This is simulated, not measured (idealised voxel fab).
process module | voxel self aligned vias
cross-section cut | 195 nm wide | cells 5 nm
A cross-section is a grid of square cells, given in bands from the top down. A band is one or more rows of cells.
Each band's line starts with the height of the band's top and of its bottom, in nm. Then come its materials from left to right, each with its width in nm. One material with "throughout" fills the band from edge to edge. "air" is empty space.
Height 0 is the level under which the wafer as received is all one material. The lowest band goes on downwards, as in "0 down".
A width such as "30 to 40" changes by the same amount from each row of cells to the next, from the band's top row to its bottom row.
"no change" after a step means that no cell of the cross-section changed.
closed voids: empty space of 8 cells or more with no open way to the top, each as width x height at its distance from the left edge, in nm
after a step's settings: what the simulator itself notes on the step
overlay nm, on a step with a mask: how far to the right of its planned place the mask lay; to the left if negative
plan
1 op RECEIVE | material Si
2 op CONFORMAL_DEP | material SiO2 | thk nm 10
3 op CONFORMAL_DEP | material SiCN | thk nm 5
4 op DIRECTIONAL_DEP | material lowk | thk nm 25
5 op PATTERN | tone open | mask id LINES | material resist | width nm 25 | pitch nm 65 | thk nm 15 | overlay nm -15
6 op DIRECTIONAL_ETCH | etch materials lowk | depth nm 25
7 op STRIP | etch materials resist
8 op CONFORMAL_DEP | material TiN | thk nm 5
9 op FILL_DEP | material W | thk nm 5
10 op CMP | height nm 40
11 op SELECTIVE_ETCH | etch materials W Ru TiN | depth nm 5
12 op FILL_DEP | material SiN | thk nm 5
13 op CMP | height nm 40
14 op DIRECTIONAL_DEP | material lowk | thk nm 20
15 op PATTERN | tone open | mask id VIAS | material resist | width nm 35 | pitch nm 65 | thk nm 15 | overlay nm 0
16 op DIRECTIONAL_ETCH | etch materials lowk | depth nm 20
17 op DIRECTIONAL_ETCH | etch materials SiN | depth nm 5
18 op STRIP | etch materials resist
19 op CONFORMAL_DEP | material TiN | thk nm 5
20 op FILL_DEP | material Ru | thk nm 10
21 op CMP | height nm 60
22 op CONFORMAL_DEP | material SiCN | thk nm 5
varied across the wafers: overlay nm of step 5. The plan shows the first wafer's value. All wafers start alike
first wafer as received, after step 1
  0 down: Si throughout
  closed voids: none
first wafer at the end, after step 22
  65 to 60: SiCN throughout
  60 to 45: lowk 45 | TiN 5 | Ru 25 | TiN 5 | lowk 30 | TiN 5 | Ru 25 | TiN 5 | lowk 50
  45 to 40: lowk 45 | TiN 5 | Ru 5 | TiN 25 | lowk 30 | TiN 5 | Ru 5 | TiN 25 | lowk 50
  40 to 35: lowk 35 | SiN 10 | TiN 15 | lowk 40 | SiN 10 | TiN 15 | lowk 70
  35 to 20: lowk 35 | TiN 5 | W 15 | TiN 5 | lowk 40 | TiN 5 | W 15 | TiN 5 | lowk 70
  20 to 15: lowk 35 | TiN 25 | lowk 40 | TiN 25 | lowk 70
  15 to 10: SiCN throughout
  10 to 0: SiO2 throughout
  0 down: Si throughout
  closed voids: none
last wafer at the end
  65 to 60: SiCN throughout
  60 to 45: lowk 45 | TiN 5 | Ru 25 | TiN 5 | lowk 30 | TiN 5 | Ru 25 | TiN 5 | lowk 50
  45 to 40: lowk 45 | TiN 25 | Ru 5 | TiN 5 | lowk 30 | TiN 25 | Ru 5 | TiN 5 | lowk 50
  40 to 35: lowk 65 | TiN 15 | SiN 10 | lowk 40 | TiN 15 | SiN 10 | lowk 40
  35 to 20: lowk 65 | TiN 5 | W 15 | TiN 5 | lowk 40 | TiN 5 | W 15 | TiN 5 | lowk 40
  20 to 15: lowk 65 | TiN 25 | lowk 40 | TiN 25 | lowk 40
  15 to 10: SiCN throughout
  10 to 0: SiO2 throughout
  0 down: Si throughout
  closed voids: none
each wafer at the end: cells of each material gained (+) or lost (-) since it was received, then its closed voids
overlay nm -15 | +32 Ru | +78 SiCN | +4 SiN | +78 SiO2 | +52 TiN | +18 W | +245 lowk | closed voids: none
overlay nm -10 | +34 Ru | +78 SiCN | +2 SiN | +78 SiO2 | +52 TiN | +18 W | +245 lowk | closed voids: none
overlay nm -5 | +36 Ru | +78 SiCN | +78 SiO2 | +52 TiN | +18 W | +245 lowk | closed voids: none
overlay nm 0 | +36 Ru | +78 SiCN | +78 SiO2 | +52 TiN | +18 W | +245 lowk | closed voids: none
overlay nm 5 | +36 Ru | +78 SiCN | +78 SiO2 | +52 TiN | +18 W | +245 lowk | closed voids: none
overlay nm 10 | +34 Ru | +78 SiCN | +2 SiN | +78 SiO2 | +52 TiN | +18 W | +245 lowk | closed voids: none
overlay nm 15 | +32 Ru | +78 SiCN | +4 SiN | +78 SiO2 | +52 TiN | +18 W | +245 lowk | closed voids: none
